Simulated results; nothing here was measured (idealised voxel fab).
Proc. module: voxel local oxidation
265 nm wide, 5 nm square cells: that's cross-section cut.
Cross-section spec: square-cell grid; bands listed top down; each band is one or more rows. The band entry comprises the height of the band's top followed by the height of its bottom, expressed in nm, and subsequently the band's materials from left to right, each stated together with its width in nm. Where a single material is marked with the word "throughout", that material fills the band from edge to edge. The word "blank" represents empty space. Heights are reckoned from 0. Under this level, the received wafer is all of one material. The bottommost band is open-ended downward, for example "0 and below". The two numbers in a width such as "30 to 40" mark its ends across the band: the first belongs to the top row of cells, the second to the bottom row, and from each row to the next the width moves by the same amount. Reading "stayed the same" for a step: not a cell of the cross-section changed in it. "Closed void roster": sealed empty spaces, 8 cells or more, no open way to top, listed width x height at distance, with distance from the left edge and width, height and distance in nm. after a step's settings: what the simulator itself notes on the step. If you see "overlay nm" on a step's line and that step has a mask, it's telling you how far right of where it was planned the mask ended up; a negative number means it went left instead.
**Process steps - plan**
1,RECEIVE with material Si
2,OXIDIZE with depth nm 5
3,CONFORMAL_DEP with material SiN, thk nm 10
4,MASKED_ETCH with tone cover, mask id ACTIVE, width nm 130, etch materials SiN, depth nm 10, overlay nm 0
5,SELECTIVE_ETCH with etch materials SiO2, depth nm 5
6,OXIDIZE with depth nm 15
7,STRIP with etch materials SiN
**Incoming wafer in cross-section (state: after step 1)**
> 0 and below: Si throughout
> Closed void roster: none
**Here's the wafer cut in cross-section after the module, started and planned just like above, except one thing was done wrong in the run**
> 0 down to -5: blank (70) | SiO2 (120) | blank (75)
> -5 down to -15: SiO2 throughout
> -15 and below: Si throughout
> Closed void roster: none
Heads up, the wafer didn't run the way we planned it: step 2 was processed under conditions differing from the plan, specifically as OXIDIZE with depth nm 15
